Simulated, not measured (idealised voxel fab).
The following is a process module called voxel air gaps.
This is section cut - it's 225 nm across, gridded in 5 nm square cells.
A cross-section in this document is a grid of square cells, and it is written down as bands, the top band listed before the ones below it; a band is made up of one or more rows of cells.
Per band: top height and bottom height in nm, followed by the left-to-right materials and their widths in nm; "all across" marks a single material spanning edge to edge, "blank" marks empty space.
Height is counted from the level 0, under which the received wafer is composed throughout of one material. The lowest of the bands is not closed at the bottom but continues downward, in the notation "0 and below".
Think of "30->40" as a width that walks from the first number to the second as you go down the band, top row to bottom row, taking equal-sized steps from row to row.
Step note "no alteration" = no cross-section cell changed.
The list in "Unvented voids" covers empty spaces of 8 cells or more that cannot reach the top through any open way, and it gives each as width x height at distance; the distance is from the left edge, and width, height and distance are in nm.
On a step's line, text after the settings is the simulator commenting on that step.
overlay nm: step with mask; distance mask lay right of planned place; negative value = left of planned place.
The remainder of this document consists of a sequence of paired cross-sections. Each pair presents the cross-section prior to one process step together with the cross-section following it, the latter being rendered only as deep as the lowest band that underwent change. The intervening step, together with its settings, is stated beneath each pair. Because the pairs may originate from different runs of this module on the same starting wafer, a given pair is to be read as continuing from the preceding pair only where its entry headed "Pre-process cross-section" so indicates.
Pre-process cross-section
> 0 and below | Si all across
> Unvented voids: none
Section, Post-Step
> 10 down to 0 | SiO2 all across
> For the remainder of the cross-section, below 0, there is no change.
> Unvented voids: none
Between the cross-sections above, the step performed was CONFORMAL_DEP: material SiO2, thk nm 10
Pre-process cross-section: same picture as after in the pair right above, so we don't repeat it.
Section, Post-Step
> 15 down to 10 | SiCN all across
> For the remainder of the cross-section, below 10, there is no change.
> Unvented voids: none
Between the cross-sections above, the step performed was CONFORMAL_DEP: material SiCN, thk nm 5
Pre-process cross-section: same picture as after in the pair right above, so we don't repeat it.
Section, Post-Step
> 55 down to 15 | SiO2 all across
> For the remainder of the cross-section, below 15, there is no change.
> Unvented voids: none
Between the cross-sections above, the step performed was DIRECTIONAL_DEP: material SiO2, thk nm 40
Pre-process cross-section: same picture as after in the pair right above, so we don't repeat it.
Section, Post-Step
> 70 down to 55 | resist 55 nm  blank 20 nm  resist 25 nm  blank 20 nm  resist 25 nm  blank 20 nm  resist 60 nm
> For the remainder of the cross-section, below 55, there is no change.
> Unvented voids: none
Between the cross-sections above, the step performed was PATTERN: tone open, mask id LINES, material resist, width nm 20, pitch nm 45, thk nm 15, overlay nm 0
Pre-process cross-section: same picture as after in the pair right above, so we don't repeat it.
Section, Post-Step
> 70 down to 55 | resist 55 nm  blank 20 nm  resist 25 nm  blank 20 nm  resist 25 nm  blank 20 nm  resist 60 nm
> 55 down to 15 | SiO2 55 nm  blank 20 nm  SiO2 25 nm  blank 20 nm  SiO2 25 nm  blank 20 nm  SiO2 60 nm
> For the remainder of the cross-section, below 15, there is no change.
> Unvented voids: none
Between the cross-sections above, the step performed was DIRECTIONAL_ETCH: etch materials SiO2, depth nm 40
Pre-process cross-section: same picture as after in the pair right above, so we don't repeat it.
Section, Post-Step
> 55 down to 15 | SiO2 55 nm  blank 20 nm  SiO2 25 nm  blank 20 nm  SiO2 25 nm  blank 20 nm  SiO2 60 nm
> For the remainder of the cross-section, below 15, there is no change.
> Unvented voids: none
Between the cross-sections above, the step performed was STRIP: etch materials resist
Pre-process cross-section: same picture as after in the pair right above, so we don't repeat it.
Section, Post-Step
> 60 down to 55 | TiN 60 nm  blank 10 nm  TiN 35 nm  blank 10 nm  TiN 35 nm  blank 10 nm  TiN 65 nm
> 55 down to 20 | SiO2 55 nm  TiN 5 nm  blank 10 nm  TiN 5 nm  SiO2 25 nm  TiN 5 nm  blank 10 nm  TiN 5 nm  SiO2 25 nm  TiN 5 nm  blank 10 nm  TiN 5 nm  SiO2 60 nm
> 20 down to 15 | SiO2 55 nm  TiN 20 nm  SiO2 25 nm  TiN 20 nm  SiO2 25 nm  TiN 20 nm  SiO2 60 nm
> For the remainder of the cross-section, below 15, there is no change.
> Unvented voids: none
Between the cross-sections above, the step performed was CONFORMAL_DEP: material TiN, thk nm 5
Pre-process cross-section: same picture as after in the pair right above, so we don't repeat it.
Section, Post-Step
> 70 down to 60 | W all across
> 60 down to 55 | TiN 60 nm  W 10 nm  TiN 35 nm  W 10 nm  TiN 35 nm  W 10 nm  TiN 65 nm
> 55 down to 20 | SiO2 55 nm  TiN 5 nm  W 10 nm  TiN 5 nm  SiO2 25 nm  TiN 5 nm  W 10 nm  TiN 5 nm  SiO2 25 nm  TiN 5 nm  W 10 nm  TiN 5 nm  SiO2 60 nm
> For the remainder of the cross-section, below 20, there is no change.
> Unvented voids: none
Between the cross-sections above, the step performed was FILL_DEP: material W, thk nm 10
Pre-process cross-section: same picture as after in the pair right above, so we don't repeat it.
Section, Post-Step
> 55 down to 20 | SiO2 55 nm  TiN 5 nm  W 10 nm  TiN 5 nm  SiO2 25 nm  TiN 5 nm  W 10 nm  TiN 5 nm  SiO2 25 nm  TiN 5 nm  W 10 nm  TiN 5 nm  SiO2 60 nm
> For the remainder of the cross-section, below 20, there is no change.
> Unvented voids: none
Between the cross-sections above, the step performed was CMP: height nm 55
Pre-process cross-section: same picture as after in the pair right above, so we don't repeat it.
Section, Post-Step
> 65 down to 55 | blank 45 nm  Ru 40 nm  blank 5 nm  Ru 40 nm  blank 5 nm  Ru 40 nm  blank 50 nm
> For the remainder of the cross-section, below 55, there is no change.
> Unvented voids: none
Between the cross-sections above, the step performed was EPI: material Ru, thk nm 10
Pre-process cross-section: same picture as after in the pair right above, so we don't repeat it.
Section, Post-Step
> 65 down to 55 | blank 45 nm  Ru 40 nm  blank 5 nm  Ru 40 nm  blank 5 nm  Ru 40 nm  blank 50 nm
> 55 down to 20 | blank 55 nm  TiN 5 nm  W 10 nm  TiN 5 nm  blank 25 nm  TiN 5 nm  W 10 nm  TiN 5 nm  blank 25 nm  TiN 5 nm  W 10 nm  TiN 5 nm  blank 60 nm
> 20 down to 15 | blank 55 nm  TiN 20 nm  blank 25 nm  TiN 20 nm  blank 25 nm  TiN 20 nm  blank 60 nm
> For the remainder of the cross-section, below 15, there is no change.
> Unvented voids: none
Between the cross-sections above, the step performed was SELECTIVE_ETCH: etch materials SiO2, depth nm 50
Pre-process cross-section: same picture as after in the pair right above, so we don't repeat it.
Section, Post-Step
> 70 down to 65 | blank 40 nm  SiCN 140 nm  blank 45 nm
> 65 down to 55 | blank 40 nm  SiCN 5 nm  Ru 40 nm  SiCN 5 nm  Ru 40 nm  SiCN 5 nm  Ru 40 nm  SiCN 5 nm  blank 45 nm
> 55 down to 50 | blank 40 nm  SiCN 15 nm  TiN 5 nm  W 10 nm  TiN 5 nm  SiCN 25 nm  TiN 5 nm  W 10 nm  TiN 5 nm  SiCN 25 nm  TiN 5 nm  W 10 nm  TiN 5 nm  SiCN 15 nm  blank 45 nm
> 50 down to 20 | blank 50 nm  SiCN 5 nm  TiN 5 nm  W 10 nm  TiN 5 nm  SiCN 5 nm  blank 15 nm  SiCN 5 nm  TiN 5 nm  W 10 nm  TiN 5 nm  SiCN 5 nm  blank 15 nm  SiCN 5 nm  TiN 5 nm  W 10 nm  TiN 5 nm  SiCN 5 nm  blank 55 nm
> 20 down to 15 | SiCN 55 nm  TiN 20 nm  SiCN 25 nm  TiN 20 nm  SiCN 25 nm  TiN 20 nm  SiCN 60 nm
> For the remainder of the cross-section, below 15, there is no change.
> Unvented voids: 15 x 30 at 80; 15 x 30 at 125
Between the cross-sections above, the step performed was CONFORMAL_DEP: material SiCN, thk nm 5
Pre-process cross-section
> 70 down to 60 | W all across
> 60 down to 55 | TiN 60 nm  W 10 nm  TiN 35 nm  W 10 nm  TiN 35 nm  W 10 nm  TiN 65 nm
> 55 down to 20 | SiO2 55 nm  TiN 5 nm  W 10 nm  TiN 5 nm  SiO2 25 nm  TiN 5 nm  W 10 nm  TiN 5 nm  SiO2 25 nm  TiN 5 nm  W 10 nm  TiN 5 nm  SiO2 60 nm
> 20 down to 15 | SiO2 55 nm  TiN 20 nm  SiO2 25 nm  TiN 20 nm  SiO2 25 nm  TiN 20 nm  SiO2 60 nm
> 15 down to 10 | SiCN all across
> 10 down to 0 | SiO2 all across
> 0 and below | Si all across
> Unvented voids: none
Section, Post-Step
> 80 down to 70 | Ru all across
> For the remainder of the cross-section, below 70, there is no change.
> Unvented voids: none
Between the cross-sections above, the step performed was EPI: material Ru, thk nm 10
Pre-process cross-section: same picture as after in the pair right above, so we don't repeat it.
Section, Post-Step
> 85 down to 80 | SiCN all across
> For the remainder of the cross-section, below 80, there is no change.
> Unvented voids: none
Between the cross-sections above, the step performed was CONFORMAL_DEP: material SiCN, thk nm 5
Pre-process cross-section
> 65 down to 55 | blank 45 nm  Ru 40 nm  blank 5 nm  Ru 40 nm  blank 5 nm  Ru 40 nm  blank 50 nm
> 55 down to 20 | SiO2 55 nm  TiN 5 nm  W 10 nm  TiN 5 nm  SiO2 25 nm  TiN 5 nm  W 10 nm  TiN 5 nm  SiO2 25 nm  TiN 5 nm  W 10 nm  TiN 5 nm  SiO2 60 nm
> 20 down to 15 | SiO2 55 nm  TiN 20 nm  SiO2 25 nm  TiN 20 nm  SiO2 25 nm  TiN 20 nm  SiO2 60 nm
> 15 down to 10 | SiCN all across
> 10 down to 0 | SiO2 all across
> 0 and below | Si all across
> Unvented voids: none
Section, Post-Step
> 75 down to 55 | blank 35 nm  Ru 150 nm  blank 40 nm
> For the remainder of the cross-section, below 55, there is no change.
> Unvented voids: none
Between the cross-sections above, the step performed was EPI: material Ru, thk nm 10
Pre-process cross-section: same picture as after in the pair right above, so we don't repeat it.
Section, Post-Step
> 75 down to 55 | blank 35 nm  Ru 150 nm  blank 40 nm
> 55 down to 20 | blank 55 nm  TiN 5 nm  W 10 nm  TiN 5 nm  SiO2 25 nm  TiN 5 nm  W 10 nm  TiN 5 nm  SiO2 25 nm  TiN 5 nm  W 10 nm  TiN 5 nm  blank 60 nm
> 20 down to 15 | blank 55 nm  TiN 20 nm  SiO2 25 nm  TiN 20 nm  SiO2 25 nm  TiN 20 nm  blank 60 nm
> For the remainder of the cross-section, below 15, there is no change.
> Unvented voids: none
Between the cross-sections above, the step performed was SELECTIVE_ETCH: etch materials SiO2, depth nm 50
Pre-process cross-section: same picture as after in the pair right above, so we don't repeat it.
Section, Post-Step
> 80 down to 75 | blank 30 nm  SiCN 160 nm  blank 35 nm
> 75 down to 55 | blank 30 nm  SiCN 5 nm  Ru 150 nm  SiCN 5 nm  blank 35 nm
> 55 down to 50 | blank 30 nm  SiCN 25 nm  TiN 5 nm  W 10 nm  TiN 5 nm  SiO2 25 nm  TiN 5 nm  W 10 nm  TiN 5 nm  SiO2 25 nm  TiN 5 nm  W 10 nm  TiN 5 nm  SiCN 25 nm  blank 35 nm
> 50 down to 20 | blank 50 nm  SiCN 5 nm  TiN 5 nm  W 10 nm  TiN 5 nm  SiO2 25 nm  TiN 5 nm  W 10 nm  TiN 5 nm  SiO2 25 nm  TiN 5 nm  W 10 nm  TiN 5 nm  SiCN 5 nm  blank 55 nm
> 20 down to 15 | SiCN 55 nm  TiN 20 nm  SiO2 25 nm  TiN 20 nm  SiO2 25 nm  TiN 20 nm  SiCN 60 nm
> For the remainder of the cross-section, below 15, there is no change.
> Unvented voids: none
Between the cross-sections above, the step performed was CONFORMAL_DEP: material SiCN, thk nm 5
Pre-process cross-section
> 10 down to 0 | SiO2 all across
> 0 and below | Si all across
> Unvented voids: none
Section, Post-Step
> 50 down to 0 | SiO2 all across
> For the remainder of the cross-section, below 0, there is no change.
> Unvented voids: none
Between the cross-sections above, the step performed was DIRECTIONAL_DEP: material SiO2, thk nm 40
Pre-process cross-section: same picture as after in the pair right above, so we don't repeat it.
Section, Post-Step
> 55 down to 50 | SiCN all across
> For the remainder of the cross-section, below 50, there is no change.
> Unvented voids: none
Between the cross-sections above, the step performed was CONFORMAL_DEP: material SiCN, thk nm 5
Pre-process cross-section: same picture as after in the pair right above, so we don't repeat it.
Section, Post-Step
> 70 down to 55 | resist 55 nm  blank 20 nm  resist 25 nm  blank 20 nm  resist 25 nm  blank 20 nm  resist 60 nm
> For the remainder of the cross-section, below 55, there is no change.
> Unvented voids: none
Between the cross-sections above, the step performed was PATTERN: tone open, mask id LINES, material resist, width nm 20, pitch nm 45, thk nm 15, overlay nm 0
Pre-process cross-section: same picture as after in the pair right above, so we don't repeat it.
Section, Post-Step
> 55 down to 50 | SiCN all across
> For the remainder of the cross-section, below 50, there is no change.
> Unvented voids: none
Between the cross-sections above, the step performed was STRIP: etch materials resist
Pre-process cross-section: same picture as after in the pair right above, so we don't repeat it.
Section, Post-Step
> 60 down to 55 | TiN all across
> For the remainder of the cross-section, below 55, there is no change.
> Unvented voids: none
Between the cross-sections above, the step performed was CONFORMAL_DEP: material TiN, thk nm 5
Pre-process cross-section: same picture as after in the pair right above, so we don't repeat it.
Section, Post-Step
> 70 down to 60 | W all across
> For the remainder of the cross-section, below 60, there is no change.
> Unvented voids: none
Between the cross-sections above, the step performed was FILL_DEP: material W, thk nm 10
Pre-process cross-section: same picture as after in the pair right above, so we don't repeat it.
Section, Post-Step
> 55 down to 50 | SiCN all across
> For the remainder of the cross-section, below 50, there is no change.
> Unvented voids: none
Between the cross-sections above, the step performed was CMP: height nm 55
Pre-process cross-section: same picture as after in the pair right above, so we don't repeat it.
Section, Post-Step
> 60 down to 50 | SiCN all across
> For the remainder of the cross-section, below 50, there is no change.
> Unvented voids: none
Between the cross-sections above, the step performed was CONFORMAL_DEP: material SiCN, thk nm 5
Pre-process cross-section
> 15 down to 10 | SiCN all across
> 10 down to 0 | SiO2 all across
> 0 and below | Si all across
> Unvented voids: none
Section, Post-Step
> 45 down to 15 | SiO2 all across
> For the remainder of the cross-section, below 15, there is no change.
> Unvented voids: none
Between the cross-sections above, the step performed was DIRECTIONAL_DEP: material SiO2, thk nm 30
Pre-process cross-section: same picture as after in the pair right above, so we don't repeat it.
Section, Post-Step
> 60 down to 45 | resist 55 nm  blank 20 nm  resist 25 nm  blank 20 nm  resist 25 nm  blank 20 nm  resist 60 nm
> For the remainder of the cross-section, below 45, there is no change.
> Unvented voids: none
Between the cross-sections above, the step performed was PATTERN: tone open, mask id LINES, material resist, width nm 20, pitch nm 45, thk nm 15, overlay nm 0
Pre-process cross-section: same picture as after in the pair right above, so we don't repeat it.
Section, Post-Step
> 60 down to 45 | resist 55 nm  blank 20 nm  resist 25 nm  blank 20 nm  resist 25 nm  blank 20 nm  resist 60 nm
> 45 down to 15 | SiO2 55 nm  blank 20 nm  SiO2 25 nm  blank 20 nm  SiO2 25 nm  blank 20 nm  SiO2 60 nm
> For the remainder of the cross-section, below 15, there is no change.
> Unvented voids: none
Between the cross-sections above, the step performed was DIRECTIONAL_ETCH: etch materials SiO2, depth nm 40
Pre-process cross-section: same picture as after in the pair right above, so we don't repeat it.
Section, Post-Step
> 45 down to 15 | SiO2 55 nm  blank 20 nm  SiO2 25 nm  blank 20 nm  SiO2 25 nm  blank 20 nm  SiO2 60 nm
> For the remainder of the cross-section, below 15, there is no change.
> Unvented voids: none
Between the cross-sections above, the step performed was STRIP: etch materials resist
Pre-process cross-section: same picture as after in the pair right above, so we don't repeat it.
Section, Post-Step
> 50 down to 45 | TiN 60 nm  blank 10 nm  TiN 35 nm  blank 10 nm  TiN 35 nm  blank 10 nm  TiN 65 nm
> 45 down to 20 | SiO2 55 nm  TiN 5 nm  blank 10 nm  TiN 5 nm  SiO2 25 nm  TiN 5 nm  blank 10 nm  TiN 5 nm  SiO2 25 nm  TiN 5 nm  blank 10 nm  TiN 5 nm  SiO2 60 nm
> 20 down to 15 | SiO2 55 nm  TiN 20 nm  SiO2 25 nm  TiN 20 nm  SiO2 25 nm  TiN 20 nm  SiO2 60 nm
> For the remainder of the cross-section, below 15, there is no change.
> Unvented voids: none
Between the cross-sections above, the step performed was CONFORMAL_DEP: material TiN, thk nm 5
Pre-process cross-section: same picture as after in the pair right above, so we don't repeat it.
Section, Post-Step
> 60 down to 50 | W all across
> 50 down to 45 | TiN 60 nm  W 10 nm  TiN 35 nm  W 10 nm  TiN 35 nm  W 10 nm  TiN 65 nm
> 45 down to 20 | SiO2 55 nm  TiN 5 nm  W 10 nm  TiN 5 nm  SiO2 25 nm  TiN 5 nm  W 10 nm  TiN 5 nm  SiO2 25 nm  TiN 5 nm  W 10 nm  TiN 5 nm  SiO2 60 nm
> For the remainder of the cross-section, below 20, there is no change.
> Unvented voids: none
Between the cross-sections above, the step performed was FILL_DEP: material W, thk nm 10
Pre-process cross-section: same picture as after in the pair right above, so we don't repeat it.
Section, Post-Step
> 55 down to 50 | W all across
> For the remainder of the cross-section, below 50, there is no change.
> Unvented voids: none
Between the cross-sections above, the step performed was CMP: height nm 55
Pre-process cross-section: same picture as after in the pair right above, so we don't repeat it.
Section, Post-Step
> 65 down to 55 | Ru all across
> For the remainder of the cross-section, below 55, there is no change.
> Unvented voids: none
Between the cross-sections above, the step performed was EPI: material Ru, thk nm 10
Pre-process cross-section: same picture as after in the pair right above, so we don't repeat it.
Section, Post-Step
> 70 down to 65 | SiCN all across
> For the remainder of the cross-section, below 65, there is no change.
> Unvented voids: none
Between the cross-sections above, the step performed was CONFORMAL_DEP: material SiCN, thk nm 5
Pre-process cross-section
> 55 down to 15 | SiO2 all across
> 15 down to 10 | SiCN all across
> 10 down to 0 | SiO2 all across
> 0 and below | Si all across
> Unvented voids: none
Section, Post-Step
> 70 down to 55 | resist 50 nm  blank 30 nm  resist 15 nm  blank 30 nm  resist 15 nm  blank 30 nm  resist 55 nm
> For the remainder of the cross-section, below 55, there is no change.
> Unvented voids: none
Between the cross-sections above, the step performed was PATTERN: tone open, mask id LINES, material resist, width nm 30, pitch nm 45, thk nm 15, overlay nm 0
Pre-process cross-section: same picture as after in the pair right above, so we don't repeat it.
Section, Post-Step
> 70 down to 55 | resist 50 nm  blank 30 nm  resist 15 nm  blank 30 nm  resist 15 nm  blank 30 nm  resist 55 nm
> 55 down to 15 | SiO2 50 nm  blank 30 nm  SiO2 15 nm  blank 30 nm  SiO2 15 nm  blank 30 nm  SiO2 55 nm
> For the remainder of the cross-section, below 15, there is no change.
> Unvented voids: none
Between the cross-sections above, the step performed was DIRECTIONAL_ETCH: etch materials SiO2, depth nm 40
Pre-process cross-section: same picture as after in the pair right above, so we don't repeat it.
Section, Post-Step
> 55 down to 15 | SiO2 50 nm  blank 30 nm  SiO2 15 nm  blank 30 nm  SiO2 15 nm  blank 30 nm  SiO2 55 nm
> For the remainder of the cross-section, below 15, there is no change.
> Unvented voids: none
Between the cross-sections above, the step performed was STRIP: etch materials resist
Pre-process cross-section: same picture as after in the pair right above, so we don't repeat it.
Section, Post-Step
> 60 down to 55 | TiN 55 nm  blank 20 nm  TiN 25 nm  blank 20 nm  TiN 25 nm  blank 20 nm  TiN 60 nm
> 55 down to 20 | SiO2 50 nm  TiN 5 nm  blank 20 nm  TiN 5 nm  SiO2 15 nm  TiN 5 nm  blank 20 nm  TiN 5 nm  SiO2 15 nm  TiN 5 nm  blank 20 nm  TiN 5 nm  SiO2 55 nm
> 20 down to 15 | SiO2 50 nm  TiN 30 nm  SiO2 15 nm  TiN 30 nm  SiO2 15 nm  TiN 30 nm  SiO2 55 nm
> For the remainder of the cross-section, below 15, there is no change.
> Unvented voids: none
Between the cross-sections above, the step performed was CONFORMAL_DEP: material TiN, thk nm 5
Pre-process cross-section: same picture as after in the pair right above, so we don't repeat it.
Section, Post-Step
> 70 down to 60 | W all across
> 60 down to 55 | TiN 55 nm  W 20 nm  TiN 25 nm  W 20 nm  TiN 25 nm  W 20 nm  TiN 60 nm
> 55 down to 20 | SiO2 50 nm  TiN 5 nm  W 20 nm  TiN 5 nm  SiO2 15 nm  TiN 5 nm  W 20 nm  TiN 5 nm  SiO2 15 nm  TiN 5 nm  W 20 nm  TiN 5 nm  SiO2 55 nm
> For the remainder of the cross-section, below 20, there is no change.
> Unvented voids: none
Between the cross-sections above, the step performed was FILL_DEP: material W, thk nm 10
Pre-process cross-section: same picture as after in the pair right above, so we don't repeat it.
Section, Post-Step
> 55 down to 20 | SiO2 50 nm  TiN 5 nm  W 20 nm  TiN 5 nm  SiO2 15 nm  TiN 5 nm  W 20 nm  TiN 5 nm  SiO2 15 nm  TiN 5 nm  W 20 nm  TiN 5 nm  SiO2 55 nm
> For the remainder of the cross-section, below 20, there is no change.
> Unvented voids: none
Between the cross-sections above, the step performed was CMP: height nm 55
Pre-process cross-section: same picture as after in the pair right above, so we don't repeat it.
Section, Post-Step
> 65 down to 55 | blank 40 nm  Ru 140 nm  blank 45 nm
> For the remainder of the cross-section, below 55, there is no change.
> Unvented voids: none
Between the cross-sections above, the step performed was EPI: material Ru, thk nm 10
Pre-process cross-section: same picture as after in the pair right above, so we don't repeat it.
Section, Post-Step
> 65 down to 55 | blank 40 nm  Ru 140 nm  blank 45 nm
> 55 down to 20 | blank 50 nm  TiN 5 nm  W 20 nm  TiN 5 nm  SiO2 15 nm  TiN 5 nm  W 20 nm  TiN 5 nm  SiO2 15 nm  TiN 5 nm  W 20 nm  TiN 5 nm  blank 55 nm
> 20 down to 15 | blank 50 nm  TiN 30 nm  SiO2 15 nm  TiN 30 nm  SiO2 15 nm  TiN 30 nm  blank 55 nm
> For the remainder of the cross-section, below 15, there is no change.
> Unvented voids: none
Between the cross-sections above, the step performed was SELECTIVE_ETCH: etch materials SiO2, depth nm 50
Pre-process cross-section: same picture as after in the pair right above, so we don't repeat it.
Section, Post-Step
> 70 down to 65 | blank 35 nm  SiCN 150 nm  blank 40 nm
> 65 down to 55 | blank 35 nm  SiCN 5 nm  Ru 140 nm  SiCN 5 nm  blank 40 nm
> 55 down to 50 | blank 35 nm  SiCN 15 nm  TiN 5 nm  W 20 nm  TiN 5 nm  SiO2 15 nm  TiN 5 nm  W 20 nm  TiN 5 nm  SiO2 15 nm  TiN 5 nm  W 20 nm  TiN 5 nm  SiCN 15 nm  blank 40 nm
> 50 down to 20 | blank 45 nm  SiCN 5 nm  TiN 5 nm  W 20 nm  TiN 5 nm  SiO2 15 nm  TiN 5 nm  W 20 nm  TiN 5 nm  SiO2 15 nm  TiN 5 nm  W 20 nm  TiN 5 nm  SiCN 5 nm  blank 50 nm
> 20 down to 15 | SiCN 50 nm  TiN 30 nm  SiO2 15 nm  TiN 30 nm  SiO2 15 nm  TiN 30 nm  SiCN 55 nm
> For the remainder of the cross-section, below 15, there is no change.
> Unvented voids: none
Between the cross-sections above, the step performed was CONFORMAL_DEP: material SiCN, thk nm 5
Pre-process cross-section
> 55 down to 15 | SiO2 all across
> 15 down to 10 | SiCN all across
> 10 down to 0 | SiO2 all across
> 0 and below | Si all across
> Unvented voids: none
Section, Post-Step
> 70 down to 55 | resist 65 nm  blank 20 nm  resist 25 nm  blank 20 nm  resist 25 nm  blank 20 nm  resist 50 nm
> For the remainder of the cross-section, below 55, there is no change.
> Unvented voids: none
Between the cross-sections above, the step performed was PATTERN: tone open, mask id LINES, material resist, width nm 20, pitch nm 45, thk nm 15, overlay nm 10
Pre-process cross-section: same picture as after in the pair right above, so we don't repeat it.
Section, Post-Step
> 70 down to 55 | resist 65 nm  blank 20 nm  resist 25 nm  blank 20 nm  resist 25 nm  blank 20 nm  resist 50 nm
> 55 down to 15 | SiO2 65 nm  blank 20 nm  SiO2 25 nm  blank 20 nm  SiO2 25 nm  blank 20 nm  SiO2 50 nm
> For the remainder of the cross-section, below 15, there is no change.
> Unvented voids: none
Between the cross-sections above, the step performed was DIRECTIONAL_ETCH: etch materials SiO2, depth nm 40
Pre-process cross-section: same picture as after in the pair right above, so we don't repeat it.
Section, Post-Step
> 55 down to 15 | SiO2 65 nm  blank 20 nm  SiO2 25 nm  blank 20 nm  SiO2 25 nm  blank 20 nm  SiO2 50 nm
> For the remainder of the cross-section, below 15, there is no change.
> Unvented voids: none
Between the cross-sections above, the step performed was STRIP: etch materials resist
Pre-process cross-section: same picture as after in the pair right above, so we don't repeat it.
Section, Post-Step
> 60 down to 55 | TiN 70 nm  blank 10 nm  TiN 35 nm  blank 10 nm  TiN 35 nm  blank 10 nm  TiN 55 nm
> 55 down to 20 | SiO2 65 nm  TiN 5 nm  blank 10 nm  TiN 5 nm  SiO2 25 nm  TiN 5 nm  blank 10 nm  TiN 5 nm  SiO2 25 nm  TiN 5 nm  blank 10 nm  TiN 5 nm  SiO2 50 nm
> 20 down to 15 | SiO2 65 nm  TiN 20 nm  SiO2 25 nm  TiN 20 nm  SiO2 25 nm  TiN 20 nm  SiO2 50 nm
> For the remainder of the cross-section, below 15, there is no change.
> Unvented voids: none
Between the cross-sections above, the step performed was CONFORMAL_DEP: material TiN, thk nm 5
Pre-process cross-section: same picture as after in the pair right above, so we don't repeat it.
Section, Post-Step
> 70 down to 60 | W all across
> 60 down to 55 | TiN 70 nm  W 10 nm  TiN 35 nm  W 10 nm  TiN 35 nm  W 10 nm  TiN 55 nm
> 55 down to 20 | SiO2 65 nm  TiN 5 nm  W 10 nm  TiN 5 nm  SiO2 25 nm  TiN 5 nm  W 10 nm  TiN 5 nm  SiO2 25 nm  TiN 5 nm  W 10 nm  TiN 5 nm  SiO2 50 nm
> For the remainder of the cross-section, below 20, there is no change.
> Unvented voids: none
Between the cross-sections above, the step performed was FILL_DEP: material W, thk nm 10
Pre-process cross-section: same picture as after in the pair right above, so we don't repeat it.
Section, Post-Step
> 55 down to 20 | SiO2 65 nm  TiN 5 nm  W 10 nm  TiN 5 nm  SiO2 25 nm  TiN 5 nm  W 10 nm  TiN 5 nm  SiO2 25 nm  TiN 5 nm  W 10 nm  TiN 5 nm  SiO2 50 nm
> For the remainder of the cross-section, below 20, there is no change.
> Unvented voids: none
Between the cross-sections above, the step performed was CMP: height nm 55
Pre-process cross-section: same picture as after in the pair right above, so we don't repeat it.
Section, Post-Step
> 65 down to 55 | blank 55 nm  Ru 40 nm  blank 5 nm  Ru 40 nm  blank 5 nm  Ru 40 nm  blank 40 nm
> For the remainder of the cross-section, below 55, there is no change.
> Unvented voids: none
Between the cross-sections above, the step performed was EPI: material Ru, thk nm 10
Pre-process cross-section: same picture as after in the pair right above, so we don't repeat it.
Section, Post-Step
> 65 down to 55 | blank 55 nm  Ru 40 nm  blank 5 nm  Ru 40 nm  blank 5 nm  Ru 40 nm  blank 40 nm
> 55 down to 20 | blank 65 nm  TiN 5 nm  W 10 nm  TiN 5 nm  blank 25 nm  TiN 5 nm  W 10 nm  TiN 5 nm  blank 25 nm  TiN 5 nm  W 10 nm  TiN 5 nm  blank 50 nm
> 20 down to 15 | blank 65 nm  TiN 20 nm  blank 25 nm  TiN 20 nm  blank 25 nm  TiN 20 nm  blank 50 nm
> For the remainder of the cross-section, below 15, there is no change.
> Unvented voids: none
Between the cross-sections above, the step performed was SELECTIVE_ETCH: etch materials SiO2, depth nm 50
Pre-process cross-section: same picture as after in the pair right above, so we don't repeat it.
Section, Post-Step
> 70 down to 65 | blank 50 nm  SiCN 140 nm  blank 35 nm
> 65 down to 55 | blank 50 nm  SiCN 5 nm  Ru 40 nm  SiCN 5 nm  Ru 40 nm  SiCN 5 nm  Ru 40 nm  SiCN 5 nm  blank 35 nm
> 55 down to 50 | blank 50 nm  SiCN 15 nm  TiN 5 nm  W 10 nm  TiN 5 nm  SiCN 25 nm  TiN 5 nm  W 10 nm  TiN 5 nm  SiCN 25 nm  TiN 5 nm  W 10 nm  TiN 5 nm  SiCN 15 nm  blank 35 nm
> 50 down to 20 | blank 60 nm  SiCN 5 nm  TiN 5 nm  W 10 nm  TiN 5 nm  SiCN 5 nm  blank 15 nm  SiCN 5 nm  TiN 5 nm  W 10 nm  TiN 5 nm  SiCN 5 nm  blank 15 nm  SiCN 5 nm  TiN 5 nm  W 10 nm  TiN 5 nm  SiCN 5 nm  blank 45 nm
> 20 down to 15 | SiCN 65 nm  TiN 20 nm  SiCN 25 nm  TiN 20 nm  SiCN 25 nm  TiN 20 nm  SiCN 50 nm
> For the remainder of the cross-section, below 15, there is no change.
> Unvented voids: 15 x 30 at 90; 15 x 30 at 135
Between the cross-sections above, the step performed was CONFORMAL_DEP: material SiCN, thk nm 5
Pre-process cross-section
> 10 down to 0 | SiO2 all across
> 0 and below | Si all across
> Unvented voids: none
Section, Post-Step
> 15 down to 10 | W all across
> For the remainder of the cross-section, below 10, there is no change.
> Unvented voids: none
Between the cross-sections above, the step performed was CONFORMAL_DEP: material W, thk nm 5
Pre-process cross-section: same picture as after in the pair right above, so we don't repeat it.
Section, Post-Step
> 55 down to 15 | SiO2 all across
> For the remainder of the cross-section, below 15, there is no change.
> Unvented voids: none
Between the cross-sections above, the step performed was DIRECTIONAL_DEP: material SiO2, thk nm 40
Pre-process cross-section: same picture as after in the pair right above, so we don't repeat it.
Section, Post-Step
> 70 down to 55 | resist 55 nm  blank 20 nm  resist 25 nm  blank 20 nm  resist 25 nm  blank 20 nm  resist 60 nm
> For the remainder of the cross-section, below 55, there is no change.
> Unvented voids: none
Between the cross-sections above, the step performed was PATTERN: tone open, mask id LINES, material resist, width nm 20, pitch nm 45, thk nm 15, overlay nm 0
Pre-process cross-section: same picture as after in the pair right above, so we don't repeat it.
Section, Post-Step
> 70 down to 55 | resist 55 nm  blank 20 nm  resist 25 nm  blank 20 nm  resist 25 nm  blank 20 nm  resist 60 nm
> 55 down to 15 | SiO2 55 nm  blank 20 nm  SiO2 25 nm  blank 20 nm  SiO2 25 nm  blank 20 nm  SiO2 60 nm
> For the remainder of the cross-section, below 15, there is no change.
> Unvented voids: none
Between the cross-sections above, the step performed was DIRECTIONAL_ETCH: etch materials SiO2, depth nm 40
Pre-process cross-section: same picture as after in the pair right above, so we don't repeat it.
Section, Post-Step
> 55 down to 15 | SiO2 55 nm  blank 20 nm  SiO2 25 nm  blank 20 nm  SiO2 25 nm  blank 20 nm  SiO2 60 nm
> For the remainder of the cross-section, below 15, there is no change.
> Unvented voids: none
Between the cross-sections above, the step performed was STRIP: etch materials resist
